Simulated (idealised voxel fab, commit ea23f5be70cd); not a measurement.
Process module in this document: voxel released beams
We display cut, a cross-section 285 nm in width whose square cells are each 5 nm.
Just so we're on the same page, the cross-sections are grids of square cells, and they're listed out in bands top to bottom, each band one or more rows deep.
Top, bottom (nm), then materials left to right with widths (nm); lone material tagged "everywhere" fills the whole band edge to edge; "air" = empty space.
Beneath 0, the wafer as received is one material, and that level is where height counting begins. The lowest band goes on downward without a bottom; it is written like "0 nm and below".
Top row gets the first number, bottom row gets the second, and each row in between changes by the same step: that is how a band width like "30..40" works.
No cell of the cross-section changed in a step that is given as "no modifications".
"Sealed void listing": empty spaces of 8 cells or more with no open way to the top, each given as width x height at distance, distance from the left edge, all in nm.
It should be noted that, on the line of a given step, the content following the step's settings is a remark produced by the simulator itself with respect to that step.
The line of a step may include "overlay nm". On a step with a mask, this value is how far to the right of its planned place the mask lay. A negative value means the mask lay to the left.

[The following list gives the planned process steps]
1) RECEIVE | material Si
2) CONFORMAL_DEP | material SiN | thk nm 5
3) DIRECTIONAL_DEP | material SiO2 | thk nm 20
4) PATTERN | tone open | mask id ANCHOR | material resist | width nm 30 | thk nm 15 | overlay nm 0
5) DIRECTIONAL_ETCH | etch materials SiO2 | depth nm 20
6) STRIP | etch materials resist
7) CONFORMAL_DEP | material TiN | thk nm 10
8) DIRECTIONAL_DEP | material aC | thk nm 10
9) PATTERN | tone cover | mask id BEAM | material resist | width nm 110 | thk nm 25 | overlay nm 0
10) DIRECTIONAL_ETCH | etch materials aC | depth nm 10
11) STRIP | etch materials resist
12) DIRECTIONAL_ETCH | etch materials TiN | depth nm 10
13) STRIP | etch materials aC
14) STRIP | etch materials SiO2

[Of two wafers, the first: run according to plan]

[Incoming wafer in cross-section (state: after step 1)]
0 nm and below | Si everywhere
Sealed void listing: none

[Step 2 done - wafer cross-section]
5 nm to 0 nm | SiN everywhere
Under the height 0 nothing was changed.

[Step 3 done - wafer cross-section]
25 nm to 5 nm | SiO2 everywhere
Under the height 5 nothing was changed.

[Step 4 done - wafer cross-section]
40 nm to 25 nm | 90 of resist | 30 of air | 165 of resist
Under the height 25 nothing was changed.

[Step 5 done - wafer cross-section]
40 nm to 25 nm | 90 of resist | 30 of air | 165 of resist
25 nm to 5 nm | 90 of SiO2 | 30 of air | 165 of SiO2
Under the height 5 nothing was changed.

[Step 6 done - wafer cross-section]
25 nm to 5 nm | 90 of SiO2 | 30 of air | 165 of SiO2
Under the height 5 nothing was changed.

[Step 7 done - wafer cross-section]
35 nm to 25 nm | 100 of TiN | 10 of air | 175 of TiN
25 nm to 15 nm | 90 of SiO2 | 10 of TiN | 10 of air | 10 of TiN | 165 of SiO2
15 nm to 5 nm | 90 of SiO2 | 30 of TiN | 165 of SiO2
Under the height 5 nothing was changed.

[Step 8 done - wafer cross-section]
45 nm to 35 nm | 100 of aC | 10 of air | 175 of aC
35 nm to 25 nm | 100 of TiN | 10 of air | 175 of TiN
25 nm to 15 nm | 90 of SiO2 | 10 of TiN | 10 of aC | 10 of TiN | 165 of SiO2
Under the height 15 nothing was changed.

[Step 9 done - wafer cross-section]
70 nm to 45 nm | 85 of air | 110 of resist | 90 of air
45 nm to 35 nm | 100 of aC | 10 of resist | 175 of aC
35 nm to 25 nm | 100 of TiN | 10 of resist | 175 of TiN
Under the height 25 nothing was changed.

[Step 10 done - wafer cross-section]
60 nm to 45 nm | 85 of air | 110 of resist | 90 of air
45 nm to 35 nm | 85 of air | 15 of aC | 10 of resist | 85 of aC | 90 of air
Under the height 35 nothing was changed.

[Step 11 done - wafer cross-section]
45 nm to 35 nm | 85 of air | 15 of aC | 10 of air | 85 of aC | 90 of air
35 nm to 25 nm | 100 of TiN | 10 of air | 175 of TiN
Under the height 25 nothing was changed.

[Step 12 done - wafer cross-section]
45 nm to 35 nm | 85 of air | 15 of aC | 10 of air | 85 of aC | 90 of air
35 nm to 25 nm | 85 of air | 15 of TiN | 10 of air | 85 of TiN | 90 of air
Under the height 25 nothing was changed.

[Step 13 done - wafer cross-section]
35 nm to 25 nm | 85 of air | 15 of TiN | 10 of air | 85 of TiN | 90 of air
25 nm to 15 nm | 90 of SiO2 | 10 of TiN | 10 of air | 10 of TiN | 165 of SiO2
Under the height 15 nothing was changed.

[Step 14 done - wafer cross-section]
35 nm to 25 nm | 85 of air | 15 of TiN | 10 of air | 85 of TiN | 90 of air
25 nm to 15 nm | 90 of air | 10 of TiN | 10 of air | 10 of TiN | 165 of air
15 nm to 5 nm | 90 of air | 30 of TiN | 165 of air
Under the height 5 nothing was changed.

[Wafer two: like wafer one in start and plan, but with one mistake in execution; identical up to and including step 3]

[Cross-section of the second wafer corresponding to the planned conclusion of step 4]
40 nm to 25 nm | 95 of resist | 30 of air | 160 of resist
Under the height 25 nothing was changed.

[Cross-section of the second wafer corresponding to the planned conclusion of step 5]
40 nm to 25 nm | 95 of resist | 30 of air | 160 of resist
25 nm to 5 nm | 95 of SiO2 | 30 of air | 160 of SiO2
Under the height 5 nothing was changed.

[Cross-section of the second wafer corresponding to the planned conclusion of step 6]
25 nm to 5 nm | 95 of SiO2 | 30 of air | 160 of SiO2
Under the height 5 nothing was changed.

[Cross-section of the second wafer corresponding to the planned conclusion of step 7]
35 nm to 25 nm | 105 of TiN | 10 of air | 170 of TiN
25 nm to 15 nm | 95 of SiO2 | 10 of TiN | 10 of air | 10 of TiN | 160 of SiO2
15 nm to 5 nm | 95 of SiO2 | 30 of TiN | 160 of SiO2
Under the height 5 nothing was changed.

[Cross-section of the second wafer corresponding to the planned conclusion of step 8]
45 nm to 35 nm | 105 of aC | 10 of air | 170 of aC
35 nm to 25 nm | 105 of TiN | 10 of air | 170 of TiN
25 nm to 15 nm | 95 of SiO2 | 10 of TiN | 10 of aC | 10 of TiN | 160 of SiO2
Under the height 15 nothing was changed.

[Cross-section of the second wafer corresponding to the planned conclusion of step 9]
70 nm to 45 nm | 85 of air | 110 of resist | 90 of air
45 nm to 35 nm | 105 of aC | 10 of resist | 170 of aC
35 nm to 25 nm | 105 of TiN | 10 of resist | 170 of TiN
Under the height 25 nothing was changed.

[Cross-section of the second wafer corresponding to the planned conclusion of step 10]
60 nm to 45 nm | 85 of air | 110 of resist | 90 of air
45 nm to 35 nm | 85 of air | 20 of aC | 10 of resist | 80 of aC | 90 of air
Under the height 35 nothing was changed.

[Cross-section of the second wafer corresponding to the planned conclusion of step 11]
45 nm to 35 nm | 85 of air | 20 of aC | 10 of air | 80 of aC | 90 of air
35 nm to 25 nm | 105 of TiN | 10 of air | 170 of TiN
Under the height 25 nothing was changed.

[Cross-section of the second wafer corresponding to the planned conclusion of step 12]
45 nm to 35 nm | 85 of air | 20 of aC | 10 of air | 80 of aC | 90 of air
35 nm to 25 nm | 85 of air | 20 of TiN | 10 of air | 80 of TiN | 90 of air
Under the height 25 nothing was changed.

[Cross-section of the second wafer corresponding to the planned conclusion of step 13]
35 nm to 25 nm | 85 of air | 20 of TiN | 10 of air | 80 of TiN | 90 of air
25 nm to 15 nm | 95 of SiO2 | 10 of TiN | 10 of air | 10 of TiN | 160 of SiO2
Under the height 15 nothing was changed.

[Cross-section of the second wafer corresponding to the planned conclusion of step 14]
35 nm to 25 nm | 85 of air | 20 of TiN | 10 of air | 80 of TiN | 90 of air
25 nm to 15 nm | 95 of air | 10 of TiN | 10 of air | 10 of TiN | 160 of air
15 nm to 5 nm | 95 of air | 30 of TiN | 160 of air
Under the height 5 nothing was changed.
Plan not followed: step 4 was not run as planned; what actually ran was PATTERN | tone open | mask id ANCHOR | material resist | width nm 30 | thk nm 15 | overlay nm 5
By the end, you'd get the same cell count for each material on either wafer, but the second wafer puts them somewhere else.
